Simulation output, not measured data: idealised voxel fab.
Proc. module: voxel ribs on slabs
The figure presents cross-section cut, which has a width of 280 nm and is divided into square cells with an edge length of 5 nm.
Cross-sections here: square-cell grids, written as top-down lists of bands, a band being one or more rows of cells. Per band: top height and bottom height in nm, followed by the left-to-right materials and their widths in nm; "everywhere" marks a single material spanning edge to edge, "empty" marks empty space. Note: height 0 marks the level under which the wafer is uniformly one material as received. Lowest band unbounded below, written "z 0 and below". With a width like "30..40", each row of cells in the band differs from the next by the same amount, the top row carrying the first number and the bottom row the second. For the purposes of this document, the phrase "nothing got changed" attached to a step denotes that no cell within the cross-section was modified by that step. Enclosed voids (no open way to top), threshold 8 cells or more, entry "Closed internal voids", notation width x height at distance, distance from left edge, nm. That trailing text on a step's line, after the settings, is the simulator's own remark on the step. The "overlay nm" setting may appear on a step's line; for a step that uses a mask, it gives how far to the right of its planned position the mask lay, and a negative value indicates the left.

THE PLANNED PROCESS STEPS ARE ENUMERATED HEREUNDER
1,RECEIVE [material Si]
2,DIRECTIONAL_DEP [material SiO2] [thk nm 30]
3,DIRECTIONAL_DEP [material polySi] [thk nm 20]
4,DIRECTIONAL_DEP [material aC] [thk nm 15]
5,PATTERN [tone cover] [mask id RIB] [material resist] [width nm 30] [thk nm 30] [overlay nm 0]
6,DIRECTIONAL_ETCH [etch materials aC] [depth nm 15]
7,STRIP [etch materials resist]
8,DIRECTIONAL_ETCH [etch materials polySi] [depth nm 15]
9,STRIP [etch materials aC]
10,DIRECTIONAL_DEP [material aC] [thk nm 15]
11,PATTERN [tone cover] [mask id SLAB] [material resist] [width nm 70] [thk nm 30] [overlay nm 0]
12,DIRECTIONAL_ETCH [etch materials aC] [depth nm 15]
13,STRIP [etch materials resist]
14,DIRECTIONAL_ETCH [etch materials polySi] [depth nm 5]
15,STRIP [etch materials aC]
16,FILL_DEP [material SiO2] [thk nm 30]
17,CMP [height nm 70]
18,DIRECTIONAL_DEP [material TiN] [thk nm 10]
19,DIRECTIONAL_DEP [material aC] [thk nm 15]
20,PATTERN [tone cover] [mask id HEATER] [material resist] [width nm 40] [thk nm 35] [overlay nm 0]
21,DIRECTIONAL_ETCH [etch materials aC] [depth nm 15]
22,STRIP [etch materials resist]
23,DIRECTIONAL_ETCH [etch materials TiN] [depth nm 10]
24,STRIP [etch materials aC]
25,CONFORMAL_DEP [material SiO2] [thk nm 5]

FIRST WAFER, TWO IN TOTAL, RUN AS PLANNED

WAFER AT RECEIPT (POST STEP 1), CROSS-SECTION
  z 0 and below = Si everywhere
  Closed internal voids: none

ONCE STEP 2 IS THROUGH, THE WAFER LOOKS LIKE THIS IN CROSS-SECTION
  z 30 to 0 = SiO2 everywhere
  Everything below 0 is unchanged.

ONCE STEP 3 IS THROUGH, THE WAFER LOOKS LIKE THIS IN CROSS-SECTION
  z 50 to 30 = polySi everywhere
  Everything below 30 is unchanged.

ONCE STEP 4 IS THROUGH, THE WAFER LOOKS LIKE THIS IN CROSS-SECTION
  z 65 to 50 = aC everywhere
  Everything below 50 is unchanged.

ONCE STEP 5 IS THROUGH, THE WAFER LOOKS LIKE THIS IN CROSS-SECTION
  z 95 to 65 = 125 empty  30 resist  125 empty
  Everything below 65 is unchanged.

ONCE STEP 6 IS THROUGH, THE WAFER LOOKS LIKE THIS IN CROSS-SECTION
  z 80 to 65 = 125 empty  30 resist  125 empty
  z 65 to 50 = 125 empty  30 aC  125 empty
  Everything below 50 is unchanged.

ONCE STEP 7 IS THROUGH, THE WAFER LOOKS LIKE THIS IN CROSS-SECTION
  z 65 to 50 = 125 empty  30 aC  125 empty
  Everything below 50 is unchanged.

ONCE STEP 8 IS THROUGH, THE WAFER LOOKS LIKE THIS IN CROSS-SECTION
  z 65 to 50 = 125 empty  30 aC  125 empty
  z 50 to 35 = 125 empty  30 polySi  125 empty
  Everything below 35 is unchanged.

ONCE STEP 9 IS THROUGH, THE WAFER LOOKS LIKE THIS IN CROSS-SECTION
  z 50 to 35 = 125 empty  30 polySi  125 empty
  Everything below 35 is unchanged.

ONCE STEP 10 IS THROUGH, THE WAFER LOOKS LIKE THIS IN CROSS-SECTION
  z 65 to 50 = 125 empty  30 aC  125 empty
  z 50 to 35 = 125 aC  30 polySi  125 aC
  Everything below 35 is unchanged.

ONCE STEP 11 IS THROUGH, THE WAFER LOOKS LIKE THIS IN CROSS-SECTION
  z 95 to 65 = 105 empty  70 resist  105 empty
  z 65 to 50 = 105 empty  20 resist  30 aC  20 resist  105 empty
  Everything below 50 is unchanged.

ONCE STEP 12 IS THROUGH, THE WAFER LOOKS LIKE THIS IN CROSS-SECTION
  z 80 to 65 = 105 empty  70 resist  105 empty
  z 65 to 50 = 105 empty  20 resist  30 aC  20 resist  105 empty
  z 50 to 35 = 105 empty  20 aC  30 polySi  20 aC  105 empty
  Everything below 35 is unchanged.

ONCE STEP 13 IS THROUGH, THE WAFER LOOKS LIKE THIS IN CROSS-SECTION
  z 65 to 50 = 125 empty  30 aC  125 empty
  Everything below 50 is unchanged.

ONCE STEP 14 IS THROUGH, THE WAFER LOOKS LIKE THIS IN CROSS-SECTION
  z 65 to 50 = 125 empty  30 aC  125 empty
  z 50 to 35 = 105 empty  20 aC  30 polySi  20 aC  105 empty
  z 35 to 30 = 105 empty  70 polySi  105 empty
  Everything below 30 is unchanged.

ONCE STEP 15 IS THROUGH, THE WAFER LOOKS LIKE THIS IN CROSS-SECTION
  z 50 to 35 = 125 empty  30 polySi  125 empty
  Everything below 35 is unchanged.

ONCE STEP 16 IS THROUGH, THE WAFER LOOKS LIKE THIS IN CROSS-SECTION
  z 80 to 50 = SiO2 everywhere
  z 50 to 35 = 125 SiO2  30 polySi  125 SiO2
  z 35 to 30 = 105 SiO2  70 polySi  105 SiO2
  Everything below 30 is unchanged.

ONCE STEP 17 IS THROUGH, THE WAFER LOOKS LIKE THIS IN CROSS-SECTION
  z 70 to 50 = SiO2 everywhere
  Everything below 50 is unchanged.

ONCE STEP 18 IS THROUGH, THE WAFER LOOKS LIKE THIS IN CROSS-SECTION
  z 80 to 70 = TiN everywhere
  Everything below 70 is unchanged.

ONCE STEP 19 IS THROUGH, THE WAFER LOOKS LIKE THIS IN CROSS-SECTION
  z 95 to 80 = aC everywhere
  Everything below 80 is unchanged.

ONCE STEP 20 IS THROUGH, THE WAFER LOOKS LIKE THIS IN CROSS-SECTION
  z 130 to 95 = 120 empty  40 resist  120 empty
  Everything below 95 is unchanged.

ONCE STEP 21 IS THROUGH, THE WAFER LOOKS LIKE THIS IN CROSS-SECTION
  z 115 to 95 = 120 empty  40 resist  120 empty
  z 95 to 80 = 120 empty  40 aC  120 empty
  Everything below 80 is unchanged.

ONCE STEP 22 IS THROUGH, THE WAFER LOOKS LIKE THIS IN CROSS-SECTION
  z 95 to 80 = 120 empty  40 aC  120 empty
  Everything below 80 is unchanged.

ONCE STEP 23 IS THROUGH, THE WAFER LOOKS LIKE THIS IN CROSS-SECTION
  z 95 to 80 = 120 empty  40 aC  120 empty
  z 80 to 70 = 120 empty  40 TiN  120 empty
  Everything below 70 is unchanged.

ONCE STEP 24 IS THROUGH, THE WAFER LOOKS LIKE THIS IN CROSS-SECTION
  z 80 to 70 = 120 empty  40 TiN  120 empty
  Everything below 70 is unchanged.

ONCE STEP 25 IS THROUGH, THE WAFER LOOKS LIKE THIS IN CROSS-SECTION
  z 85 to 80 = 115 empty  50 SiO2  115 empty
  z 80 to 75 = 115 empty  5 SiO2  40 TiN  5 SiO2  115 empty
  z 75 to 70 = 120 SiO2  40 TiN  120 SiO2
  Everything below 70 is unchanged.

OKAY, SECOND WAFER. NOTHING DIFFERENT AT THE START, NOTHING DIFFERENT IN THE PLAN, JUST ONE MISTAKE SOMEWHERE IN THE RUNNING. AS FAR AS STEP 1, COUNTING THAT STEP, IT'S THE FIRST WAFER ALL OVER AGAIN

CROSS-SECTION: SECOND WAFER, TIME AT WHICH STEP 2 WAS SCHEDULED TO END
  z 60 to 0 = SiO2 everywhere
  Everything below 0 is unchanged.

CROSS-SECTION: SECOND WAFER, TIME AT WHICH STEP 3 WAS SCHEDULED TO END
  z 80 to 60 = polySi everywhere
  Everything below 60 is unchanged.

CROSS-SECTION: SECOND WAFER, TIME AT WHICH STEP 4 WAS SCHEDULED TO END
  z 95 to 80 = aC everywhere
  Everything below 80 is unchanged.

CROSS-SECTION: SECOND WAFER, TIME AT WHICH STEP 5 WAS SCHEDULED TO END
  z 125 to 95 = 125 empty  30 resist  125 empty
  Everything below 95 is unchanged.

CROSS-SECTION: SECOND WAFER, TIME AT WHICH STEP 6 WAS SCHEDULED TO END
  z 110 to 95 = 125 empty  30 resist  125 empty
  z 95 to 80 = 125 empty  30 aC  125 empty
  Everything below 80 is unchanged.

CROSS-SECTION: SECOND WAFER, TIME AT WHICH STEP 7 WAS SCHEDULED TO END
  z 95 to 80 = 125 empty  30 aC  125 empty
  Everything below 80 is unchanged.

CROSS-SECTION: SECOND WAFER, TIME AT WHICH STEP 8 WAS SCHEDULED TO END
  z 95 to 80 = 125 empty  30 aC  125 empty
  z 80 to 65 = 125 empty  30 polySi  125 empty
  Everything below 65 is unchanged.

CROSS-SECTION: SECOND WAFER, TIME AT WHICH STEP 9 WAS SCHEDULED TO END
  z 80 to 65 = 125 empty  30 polySi  125 empty
  Everything below 65 is unchanged.

CROSS-SECTION: SECOND WAFER, TIME AT WHICH STEP 10 WAS SCHEDULED TO END
  z 95 to 80 = 125 empty  30 aC  125 empty
  z 80 to 65 = 125 aC  30 polySi  125 aC
  Everything below 65 is unchanged.

CROSS-SECTION: SECOND WAFER, TIME AT WHICH STEP 11 WAS SCHEDULED TO END
  z 125 to 95 = 105 empty  70 resist  105 empty
  z 95 to 80 = 105 empty  20 resist  30 aC  20 resist  105 empty
  Everything below 80 is unchanged.

CROSS-SECTION: SECOND WAFER, TIME AT WHICH STEP 12 WAS SCHEDULED TO END
  z 110 to 95 = 105 empty  70 resist  105 empty
  z 95 to 80 = 105 empty  20 resist  30 aC  20 resist  105 empty
  z 80 to 65 = 105 empty  20 aC  30 polySi  20 aC  105 empty
  Everything below 65 is unchanged.

CROSS-SECTION: SECOND WAFER, TIME AT WHICH STEP 13 WAS SCHEDULED TO END
  z 95 to 80 = 125 empty  30 aC  125 empty
  Everything below 80 is unchanged.

CROSS-SECTION: SECOND WAFER, TIME AT WHICH STEP 14 WAS SCHEDULED TO END
  z 95 to 80 = 125 empty  30 aC  125 empty
  z 80 to 65 = 105 empty  20 aC  30 polySi  20 aC  105 empty
  z 65 to 60 = 105 empty  70 polySi  105 empty
  Everything below 60 is unchanged.

CROSS-SECTION: SECOND WAFER, TIME AT WHICH STEP 15 WAS SCHEDULED TO END
  z 80 to 65 = 125 empty  30 polySi  125 empty
  Everything below 65 is unchanged.

CROSS-SECTION: SECOND WAFER, TIME AT WHICH STEP 16 WAS SCHEDULED TO END
  z 110 to 80 = SiO2 everywhere
  z 80 to 65 = 125 SiO2  30 polySi  125 SiO2
  z 65 to 60 = 105 SiO2  70 polySi  105 SiO2
  Everything below 60 is unchanged.

CROSS-SECTION: SECOND WAFER, TIME AT WHICH STEP 17 WAS SCHEDULED TO END
  z 70 to 60 = 125..105 SiO2  30..70 polySi  125..105 SiO2
  Everything below 60 is unchanged.

CROSS-SECTION: SECOND WAFER, TIME AT WHICH STEP 18 WAS SCHEDULED TO END
  z 80 to 70 = TiN everywhere
  Everything below 70 is unchanged.

CROSS-SECTION: SECOND WAFER, TIME AT WHICH STEP 19 WAS SCHEDULED TO END
  z 95 to 80 = aC everywhere
  Everything below 80 is unchanged.

CROSS-SECTION: SECOND WAFER, TIME AT WHICH STEP 20 WAS SCHEDULED TO END
  z 130 to 95 = 120 empty  40 resist  120 empty
  Everything below 95 is unchanged.

CROSS-SECTION: SECOND WAFER, TIME AT WHICH STEP 21 WAS SCHEDULED TO END
  z 115 to 95 = 120 empty  40 resist  120 empty
  z 95 to 80 = 120 empty  40 aC  120 empty
  Everything below 80 is unchanged.

CROSS-SECTION: SECOND WAFER, TIME AT WHICH STEP 22 WAS SCHEDULED TO END
  z 95 to 80 = 120 empty  40 aC  120 empty
  Everything below 80 is unchanged.

CROSS-SECTION: SECOND WAFER, TIME AT WHICH STEP 23 WAS SCHEDULED TO END
  z 95 to 80 = 120 empty  40 aC  120 empty
  z 80 to 70 = 120 empty  40 TiN  120 empty
  Everything below 70 is unchanged.

CROSS-SECTION: SECOND WAFER, TIME AT WHICH STEP 24 WAS SCHEDULED TO END
  z 80 to 70 = 120 empty  40 TiN  120 empty
  Everything below 70 is unchanged.

CROSS-SECTION: SECOND WAFER, TIME AT WHICH STEP 25 WAS SCHEDULED TO END
  z 85 to 80 = 115 empty  50 SiO2  115 empty
  z 80 to 75 = 115 empty  5 SiO2  40 TiN  5 SiO2  115 empty
  z 75 to 70 = 120 SiO2  40 TiN  120 SiO2
  Everything below 70 is unchanged.
The plan and the run diverged here: step 2 of the plan was twice carried out
At the finish, the second wafer shows more or fewer cells for some materials than the first does: 12 more of SiO2 | 12 fewer of polySi
